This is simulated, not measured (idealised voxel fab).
Name of the process module below: voxel capacitor over wiring
Each square cell in cross-section cut measures 5 nm, and the section as a whole is 255 nm wide.
A cross-section in this document is a grid of square cells, and it is written down as bands, the top band listed before the ones below it; a band is made up of one or more rows of cells.
A band entry consists of two parts. The first gives the height of the band's top and the height of its bottom, in nm. The rest lists the band's materials from left to right, each with its width in nm. A single material labelled with the word "throughout" fills the band from edge to edge, and the word "empty" marks empty space.
Where do heights start? At 0: under that level the wafer as delivered is made of one material only. And the lowest band has no floor; it just carries on downward, as in "top 0, no bottom".
Width spec "30..40" -> top row of cells at first value, bottom row at second value, equal per-row change in between.
Step marked "changes: none"? Then no cell in the cross-section changed in it.
Each empty space that has no open way to the top and spans at least 8 cells appears under "Unvented cavities" as width x height at distance, the distance counted from the left edge, all in nm.
What comes after the settings on a step's line is commentary from the simulator itself on that step.
"overlay nm" answers the question of how far to the right of plan the mask lay on a step that has a mask, and when it is negative the answer is to the left.

Planned process steps
- 1: RECEIVE | material Si
- 2: CONFORMAL_DEP | material SiO2 | thk nm 15
- 3: DIRECTIONAL_DEP | material TiN | thk nm 5
- 4: DIRECTIONAL_DEP | material W | thk nm 15
- 5: MASKED_ETCH | tone cover | mask id METAL_1 | width nm 25 | pitch nm 85 | etch materials W | depth nm 15 | overlay nm 0
- 6: MASKED_ETCH | tone cover | mask id METAL_1 | width nm 25 | pitch nm 85 | etch materials TiN | depth nm 5 | overlay nm 0
- 7: CONFORMAL_DEP | material SiCN | thk nm 5
- 8: FILL_DEP | material lowk | thk nm 10
- 9: CMP | height nm 35
- 10: CONFORMAL_DEP | material SiCN | thk nm 5
- 11: DIRECTIONAL_DEP | material lowk | thk nm 10
- 12: DIRECTIONAL_DEP | material aC | thk nm 15
- 13: PATTERN | tone open | mask id PLUG_1 | material resist | width nm 15 | thk nm 30 | overlay nm 0
- 14: DIRECTIONAL_ETCH | etch materials aC | depth nm 15
- 15: STRIP | etch materials resist
- 16: DIRECTIONAL_ETCH | etch materials lowk | depth nm 10
- 17: DIRECTIONAL_ETCH | etch materials SiCN | depth nm 5
- 18: STRIP | etch materials aC
- 19: CONFORMAL_DEP | material TiN | thk nm 5
- 20: FILL_DEP | material Cu | thk nm 5
- 21: CMP | height nm 50
- 22: DIRECTIONAL_DEP | material TiN | thk nm 5
- 23: DIRECTIONAL_DEP | material HfO2 | thk nm 5
- 24: DIRECTIONAL_DEP | material TiN | thk nm 10
- 25: DIRECTIONAL_DEP | material aC | thk nm 15
- 26: PATTERN | tone cover | mask id UPPER_PLATE | material resist | width nm 65 | thk nm 35 | overlay nm 0
- 27: DIRECTIONAL_ETCH | etch materials aC | depth nm 15
- 28: STRIP | etch materials resist
- 29: DIRECTIONAL_ETCH | etch materials TiN | depth nm 10
- 30: DIRECTIONAL_ETCH | etch materials HfO2 | depth nm 5
- 31: STRIP | etch materials aC
- 32: DIRECTIONAL_DEP | material aC | thk nm 15
- 33: PATTERN | tone cover | mask id LOWER_PLATE | material resist | width nm 75 | thk nm 30 | overlay nm 0
- 34: DIRECTIONAL_ETCH | etch materials aC | depth nm 15
- 35: STRIP | etch materials resist
- 36: DIRECTIONAL_ETCH | etch materials TiN | depth nm 5
- 37: STRIP | etch materials aC
- 38: FILL_DEP | material SiO2 | thk nm 20
- 39: CMP | height nm 85
- 40: PATTERN | tone open | mask id PLUG_2 | material resist | width nm 15 | thk nm 15 | overlay nm 0
- 41: DIRECTIONAL_ETCH | etch materials SiO2 | depth nm 15
- 42: STRIP | etch materials resist
- 43: CONFORMAL_DEP | material TiN | thk nm 5
- 44: FILL_DEP | material Cu | thk nm 5
- 45: CMP | height nm 85
- 46: CONFORMAL_DEP | material SiCN | thk nm 5

The first of two wafers, run as planned

Cross-sectional view of the wafer in its as-received condition, corresponding to the state after step 1
    top 0, no bottom | Si throughout
    Unvented cavities: none

Cross-section of the wafer subsequent to step 2
    top 15, bottom 0 | SiO2 throughout
    Unchanged below 0.

Cross-section of the wafer subsequent to step 3
    top 20, bottom 15 | TiN throughout
    Unchanged below 15.

Cross-section of the wafer subsequent to step 4
    top 35, bottom 20 | W throughout
    Unchanged below 20.

Cross-section of the wafer subsequent to step 5
    top 35, bottom 20 | empty=70, W=25, empty=60, W=25, empty=75
    Unchanged below 20.

Cross-section of the wafer subsequent to step 6
    top 35, bottom 20 | empty=70, W=25, empty=60, W=25, empty=75
    top 20, bottom 15 | empty=70, TiN=25, empty=60, TiN=25, empty=75
    Unchanged below 15.

Cross-section of the wafer subsequent to step 7
    top 40, bottom 35 | empty=65, SiCN=35, empty=50, SiCN=35, empty=70
    top 35, bottom 20 | empty=65, SiCN=5, W=25, SiCN=5, empty=50, SiCN=5, W=25, SiCN=5, empty=70
    top 20, bottom 15 | SiCN=70, TiN=25, SiCN=60, TiN=25, SiCN=75
    Unchanged below 15.

Cross-section of the wafer subsequent to step 8
    top 50, bottom 40 | lowk throughout
    top 40, bottom 35 | lowk=65, SiCN=35, lowk=50, SiCN=35, lowk=70
    top 35, bottom 20 | lowk=65, SiCN=5, W=25, SiCN=5, lowk=50, SiCN=5, W=25, SiCN=5, lowk=70
    Unchanged below 20.

Cross-section of the wafer subsequent to step 9
    top 35, bottom 20 | lowk=65, SiCN=5, W=25, SiCN=5, lowk=50, SiCN=5, W=25, SiCN=5, lowk=70
    Unchanged below 20.

Cross-section of the wafer subsequent to step 10
    top 40, bottom 35 | SiCN throughout
    Unchanged below 35.

Cross-section of the wafer subsequent to step 11
    top 50, bottom 40 | lowk throughout
    Unchanged below 40.

Cross-section of the wafer subsequent to step 12
    top 65, bottom 50 | aC throughout
    Unchanged below 50.

Cross-section of the wafer subsequent to step 13
    top 95, bottom 65 | resist=80, empty=15, resist=160
    Unchanged below 65.

Cross-section of the wafer subsequent to step 14
    top 80, bottom 65 | resist=80, empty=15, resist=160
    top 65, bottom 50 | aC=80, empty=15, aC=160
    Unchanged below 50.

Cross-section of the wafer subsequent to step 15
    top 65, bottom 50 | aC=80, empty=15, aC=160
    Unchanged below 50.

Cross-section of the wafer subsequent to step 16
    top 65, bottom 50 | aC=80, empty=15, aC=160
    top 50, bottom 40 | lowk=80, empty=15, lowk=160
    Unchanged below 40.

Cross-section of the wafer subsequent to step 17
    top 65, bottom 50 | aC=80, empty=15, aC=160
    top 50, bottom 40 | lowk=80, empty=15, lowk=160
    top 40, bottom 35 | SiCN=80, empty=15, SiCN=160
    Unchanged below 35.

Cross-section of the wafer subsequent to step 18
    top 50, bottom 40 | lowk=80, empty=15, lowk=160
    Unchanged below 40.

Cross-section of the wafer subsequent to step 19
    top 55, bottom 50 | TiN=85, empty=5, TiN=165
    top 50, bottom 40 | lowk=80, TiN=5, empty=5, TiN=5, lowk=160
    top 40, bottom 35 | SiCN=80, TiN=15, SiCN=160
    Unchanged below 35.

Cross-section of the wafer subsequent to step 20
    top 60, bottom 55 | Cu throughout
    top 55, bottom 50 | TiN=85, Cu=5, TiN=165
    top 50, bottom 40 | lowk=80, TiN=5, Cu=5, TiN=5, lowk=160
    Unchanged below 40.

Cross-section of the wafer subsequent to step 21
    top 50, bottom 40 | lowk=80, TiN=5, Cu=5, TiN=5, lowk=160
    Unchanged below 40.

Cross-section of the wafer subsequent to step 22
    top 55, bottom 50 | TiN throughout
    Unchanged below 50.

Cross-section of the wafer subsequent to step 23
    top 60, bottom 55 | HfO2 throughout
    Unchanged below 55.

Cross-section of the wafer subsequent to step 24
    top 70, bottom 60 | TiN throughout
    Unchanged below 60.

Cross-section of the wafer subsequent to step 25
    top 85, bottom 70 | aC throughout
    Unchanged below 70.

Cross-section of the wafer subsequent to step 26
    top 120, bottom 85 | empty=80, resist=65, empty=110
    Unchanged below 85.

Cross-section of the wafer subsequent to step 27
    top 105, bottom 85 | empty=80, resist=65, empty=110
    top 85, bottom 70 | empty=80, aC=65, empty=110
    Unchanged below 70.

Cross-section of the wafer subsequent to step 28
    top 85, bottom 70 | empty=80, aC=65, empty=110
    Unchanged below 70.

Cross-section of the wafer subsequent to step 29
    top 85, bottom 70 | empty=80, aC=65, empty=110
    top 70, bottom 60 | empty=80, TiN=65, empty=110
    Unchanged below 60.

Cross-section of the wafer subsequent to step 30
    top 85, bottom 70 | empty=80, aC=65, empty=110
    top 70, bottom 60 | empty=80, TiN=65, empty=110
    top 60, bottom 55 | empty=80, HfO2=65, empty=110
    Unchanged below 55.

Cross-section of the wafer subsequent to step 31
    top 70, bottom 60 | empty=80, TiN=65, empty=110
    Unchanged below 60.

Cross-section of the wafer subsequent to step 32
    top 85, bottom 70 | empty=80, aC=65, empty=110
    top 70, bottom 60 | aC=80, TiN=65, aC=110
    top 60, bottom 55 | aC=80, HfO2=65, aC=110
    Unchanged below 55.

Cross-section of the wafer subsequent to step 33
    top 115, bottom 85 | empty=75, resist=75, empty=105
    top 85, bottom 70 | empty=75, resist=5, aC=65, resist=5, empty=105
    Unchanged below 70.

Cross-section of the wafer subsequent to step 34
    top 100, bottom 85 | empty=75, resist=75, empty=105
    top 85, bottom 70 | empty=75, resist=5, aC=65, resist=5, empty=105
    top 70, bottom 60 | empty=75, aC=5, TiN=65, aC=5, empty=105
    top 60, bottom 55 | empty=75, aC=5, HfO2=65, aC=5, empty=105
    Unchanged below 55.

Cross-section of the wafer subsequent to step 35
    top 85, bottom 70 | empty=80, aC=65, empty=110
    Unchanged below 70.

Cross-section of the wafer subsequent to step 36
    top 85, bottom 70 | empty=80, aC=65, empty=110
    top 70, bottom 60 | empty=75, aC=5, TiN=65, aC=5, empty=105
    top 60, bottom 55 | empty=75, aC=5, HfO2=65, aC=5, empty=105
    top 55, bottom 50 | empty=75, TiN=75, empty=105
    Unchanged below 50.

Cross-section of the wafer subsequent to step 37
    top 70, bottom 60 | empty=80, TiN=65, empty=110
    top 60, bottom 55 | empty=80, HfO2=65, empty=110
    Unchanged below 55.

Cross-section of the wafer subsequent to step 38
    top 90, bottom 70 | SiO2 throughout
    top 70, bottom 60 | SiO2=80, TiN=65, SiO2=110
    top 60, bottom 55 | SiO2=80, HfO2=65, SiO2=110
    top 55, bottom 50 | SiO2=75, TiN=75, SiO2=105
    Unchanged below 50.

Cross-section of the wafer subsequent to step 39
    top 85, bottom 70 | SiO2 throughout
    Unchanged below 70.

Cross-section of the wafer subsequent to step 40
    top 100, bottom 85 | resist=90, empty=15, resist=150
    Unchanged below 85.

Cross-section of the wafer subsequent to step 41
    top 100, bottom 85 | resist=90, empty=15, resist=150
    top 85, bottom 70 | SiO2=90, empty=15, SiO2=150
    Unchanged below 70.

Cross-section of the wafer subsequent to step 42
    top 85, bottom 70 | SiO2=90, empty=15, SiO2=150
    Unchanged below 70.

Cross-section of the wafer subsequent to step 43
    top 90, bottom 85 | TiN=95, empty=5, TiN=155
    top 85, bottom 75 | SiO2=90, TiN=5, empty=5, TiN=5, SiO2=150
    top 75, bottom 70 | SiO2=90, TiN=15, SiO2=150
    Unchanged below 70.

Cross-section of the wafer subsequent to step 44
    top 95, bottom 90 | Cu throughout
    top 90, bottom 85 | TiN=95, Cu=5, TiN=155
    top 85, bottom 75 | SiO2=90, TiN=5, Cu=5, TiN=5, SiO2=150
    Unchanged below 75.

Cross-section of the wafer subsequent to step 45
    top 85, bottom 75 | SiO2=90, TiN=5, Cu=5, TiN=5, SiO2=150
    Unchanged below 75.

Cross-section of the wafer subsequent to step 46
    top 90, bottom 85 | SiCN throughout
    Unchanged below 85.

Wafer two. Identical start, identical plan. One mistake in execution. Identical history through step 4

Cross-section of the second wafer at the time by which step 5 should have been completed according to the plan
    top 35, bottom 20 | empty=75, W=25, empty=60, W=25, empty=70
    Unchanged below 20.

Cross-section of the second wafer at the time by which step 6 should have been completed according to the plan
    top 35, bottom 20 | empty=75, W=25, empty=60, W=25, empty=70
    top 20, bottom 15 | empty=70, TiN=30, empty=55, TiN=30, empty=70
    Unchanged below 15.

Cross-section of the second wafer at the time by which step 7 should have been completed according to the plan
    top 40, bottom 35 | empty=70, SiCN=35, empty=50, SiCN=35, empty=65
    top 35, bottom 25 | empty=70, SiCN=5, W=25, SiCN=5, empty=50, SiCN=5, W=25, SiCN=5, empty=65
    top 25, bottom 20 | empty=65, SiCN=10, W=25, SiCN=5, empty=45, SiCN=10, W=25, SiCN=5, empty=65
    top 20, bottom 15 | SiCN=70, TiN=30, SiCN=55, TiN=30, SiCN=70
    Unchanged below 15.

Cross-section of the second wafer at the time by which step 8 should have been completed according to the plan
    top 50, bottom 40 | lowk throughout
    top 40, bottom 35 | lowk=70, SiCN=35, lowk=50, SiCN=35, lowk=65
    top 35, bottom 25 | lowk=70, SiCN=5, W=25, SiCN=5, lowk=50, SiCN=5, W=25, SiCN=5, lowk=65
    top 25, bottom 20 | lowk=65, SiCN=10, W=25, SiCN=5, lowk=45, SiCN=10, W=25, SiCN=5, lowk=65
    Unchanged below 20.

Cross-section of the second wafer at the time by which step 9 should have been completed according to the plan
    top 35, bottom 25 | lowk=70, SiCN=5, W=25, SiCN=5, lowk=50, SiCN=5, W=25, SiCN=5, lowk=65
    Unchanged below 25.

Cross-section of the second wafer at the time by which step 10 should have been completed according to the plan
    top 40, bottom 35 | SiCN throughout
    Unchanged below 35.

Cross-section of the second wafer at the time by which step 11 should have been completed according to the plan
    top 50, bottom 40 | lowk throughout
    Unchanged below 40.

Cross-section of the second wafer at the time by which step 12 should have been completed according to the plan
    top 65, bottom 50 | aC throughout
    Unchanged below 50.

Cross-section of the second wafer at the time by which step 13 should have been completed according to the plan
    top 95, bottom 65 | resist=80, empty=15, resist=160
    Unchanged below 65.

Cross-section of the second wafer at the time by which step 14 should have been completed according to the plan
    top 80, bottom 65 | resist=80, empty=15, resist=160
    top 65, bottom 50 | aC=80, empty=15, aC=160
    Unchanged below 50.

Cross-section of the second wafer at the time by which step 15 should have been completed according to the plan
    top 65, bottom 50 | aC=80, empty=15, aC=160
    Unchanged below 50.

Cross-section of the second wafer at the time by which step 16 should have been completed according to the plan
    top 65, bottom 50 | aC=80, empty=15, aC=160
    top 50, bottom 40 | lowk=80, empty=15, lowk=160
    Unchanged below 40.

Cross-section of the second wafer at the time by which step 17 should have been completed according to the plan
    top 65, bottom 50 | aC=80, empty=15, aC=160
    top 50, bottom 40 | lowk=80, empty=15, lowk=160
    top 40, bottom 35 | SiCN=80, empty=15, SiCN=160
    Unchanged below 35.

Cross-section of the second wafer at the time by which step 18 should have been completed according to the plan
    top 50, bottom 40 | lowk=80, empty=15, lowk=160
    Unchanged below 40.

Cross-section of the second wafer at the time by which step 19 should have been completed according to the plan
    top 55, bottom 50 | TiN=85, empty=5, TiN=165
    top 50, bottom 40 | lowk=80, TiN=5, empty=5, TiN=5, lowk=160
    top 40, bottom 35 | SiCN=80, TiN=15, SiCN=160
    Unchanged below 35.

Cross-section of the second wafer at the time by which step 20 should have been completed according to the plan
    top 60, bottom 55 | Cu throughout
    top 55, bottom 50 | TiN=85, Cu=5, TiN=165
    top 50, bottom 40 | lowk=80, TiN=5, Cu=5, TiN=5, lowk=160
    Unchanged below 40.

Cross-section of the second wafer at the time by which step 21 should have been completed according to the plan
    top 50, bottom 40 | lowk=80, TiN=5, Cu=5, TiN=5, lowk=160
    Unchanged below 40.

Cross-section of the second wafer at the time by which step 22 should have been completed according to the plan
    top 55, bottom 50 | TiN throughout
    Unchanged below 50.

Cross-section of the second wafer at the time by which step 23 should have been completed according to the plan
    top 60, bottom 55 | HfO2 throughout
    Unchanged below 55.

Cross-section of the second wafer at the time by which step 24 should have been completed according to the plan
    top 70, bottom 60 | TiN throughout
    Unchanged below 60.

Cross-section of the second wafer at the time by which step 25 should have been completed according to the plan
    top 85, bottom 70 | aC throughout
    Unchanged below 70.

Cross-section of the second wafer at the time by which step 26 should have been completed according to the plan
    top 120, bottom 85 | empty=80, resist=65, empty=110
    Unchanged below 85.

Cross-section of the second wafer at the time by which step 27 should have been completed according to the plan
    top 105, bottom 85 | empty=80, resist=65, empty=110
    top 85, bottom 70 | empty=80, aC=65, empty=110
    Unchanged below 70.

Cross-section of the second wafer at the time by which step 28 should have been completed according to the plan
    top 85, bottom 70 | empty=80, aC=65, empty=110
    Unchanged below 70.

Cross-section of the second wafer at the time by which step 29 should have been completed according to the plan
    top 85, bottom 70 | empty=80, aC=65, empty=110
    top 70, bottom 60 | empty=80, TiN=65, empty=110
    Unchanged below 60.

Cross-section of the second wafer at the time by which step 30 should have been completed according to the plan
    top 85, bottom 70 | empty=80, aC=65, empty=110
    top 70, bottom 60 | empty=80, TiN=65, empty=110
    top 60, bottom 55 | empty=80, HfO2=65, empty=110
    Unchanged below 55.

Cross-section of the second wafer at the time by which step 31 should have been completed according to the plan
    top 70, bottom 60 | empty=80, TiN=65, empty=110
    Unchanged below 60.

Cross-section of the second wafer at the time by which step 32 should have been completed according to the plan
    top 85, bottom 70 | empty=80, aC=65, empty=110
    top 70, bottom 60 | aC=80, TiN=65, aC=110
    top 60, bottom 55 | aC=80, HfO2=65, aC=110
    Unchanged below 55.

Cross-section of the second wafer at the time by which step 33 should have been completed according to the plan
    top 115, bottom 85 | empty=75, resist=75, empty=105
    top 85, bottom 70 | empty=75, resist=5, aC=65, resist=5, empty=105
    Unchanged below 70.

Cross-section of the second wafer at the time by which step 34 should have been completed according to the plan
    top 100, bottom 85 | empty=75, resist=75, empty=105
    top 85, bottom 70 | empty=75, resist=5, aC=65, resist=5, empty=105
    top 70, bottom 60 | empty=75, aC=5, TiN=65, aC=5, empty=105
    top 60, bottom 55 | empty=75, aC=5, HfO2=65, aC=5, empty=105
    Unchanged below 55.

Cross-section of the second wafer at the time by which step 35 should have been completed according to the plan
    top 85, bottom 70 | empty=80, aC=65, empty=110
    Unchanged below 70.

Cross-section of the second wafer at the time by which step 36 should have been completed according to the plan
    top 85, bottom 70 | empty=80, aC=65, empty=110
    top 70, bottom 60 | empty=75, aC=5, TiN=65, aC=5, empty=105
    top 60, bottom 55 | empty=75, aC=5, HfO2=65, aC=5, empty=105
    top 55, bottom 50 | empty=75, TiN=75, empty=105
    Unchanged below 50.

Cross-section of the second wafer at the time by which step 37 should have been completed according to the plan
    top 70, bottom 60 | empty=80, TiN=65, empty=110
    top 60, bottom 55 | empty=80, HfO2=65, empty=110
    Unchanged below 55.

Cross-section of the second wafer at the time by which step 38 should have been completed according to the plan
    top 90, bottom 70 | SiO2 throughout
    top 70, bottom 60 | SiO2=80, TiN=65, SiO2=110
    top 60, bottom 55 | SiO2=80, HfO2=65, SiO2=110
    top 55, bottom 50 | SiO2=75, TiN=75, SiO2=105
    Unchanged below 50.

Cross-section of the second wafer at the time by which step 39 should have been completed according to the plan
    top 85, bottom 70 | SiO2 throughout
    Unchanged below 70.

Cross-section of the second wafer at the time by which step 40 should have been completed according to the plan
    top 100, bottom 85 | resist=90, empty=15, resist=150
    Unchanged below 85.

Cross-section of the second wafer at the time by which step 41 should have been completed according to the plan
    top 100, bottom 85 | resist=90, empty=15, resist=150
    top 85, bottom 70 | SiO2=90, empty=15, SiO2=150
    Unchanged below 70.

Cross-section of the second wafer at the time by which step 42 should have been completed according to the plan
    top 85, bottom 70 | SiO2=90, empty=15, SiO2=150
    Unchanged below 70.

Cross-section of the second wafer at the time by which step 43 should have been completed according to the plan
    top 90, bottom 85 | TiN=95, empty=5, TiN=155
    top 85, bottom 75 | SiO2=90, TiN=5, empty=5, TiN=5, SiO2=150
    top 75, bottom 70 | SiO2=90, TiN=15, SiO2=150
    Unchanged below 70.

Cross-section of the second wafer at the time by which step 44 should have been completed according to the plan
    top 95, bottom 90 | Cu throughout
    top 90, bottom 85 | TiN=95, Cu=5, TiN=155
    top 85, bottom 75 | SiO2=90, TiN=5, Cu=5, TiN=5, SiO2=150
    Unchanged below 75.

Cross-section of the second wafer at the time by which step 45 should have been completed according to the plan
    top 85, bottom 75 | SiO2=90, TiN=5, Cu=5, TiN=5, SiO2=150
    Unchanged below 75.

Cross-section of the second wafer at the time by which step 46 should have been completed according to the plan
    top 90, bottom 85 | SiCN throughout
    Unchanged below 85.
The mistake made against the process plan was this: step 5 went in with a setting other than planned; the actual run was MASKED_ETCH | tone cover | mask id METAL_1 | width nm 25 | pitch nm 85 | etch materials W | depth nm 15 | overlay nm 5
End check, counted in cells, second wafer has more or fewer of these materials than the first: 2 more of TiN, 2 fewer of lowk
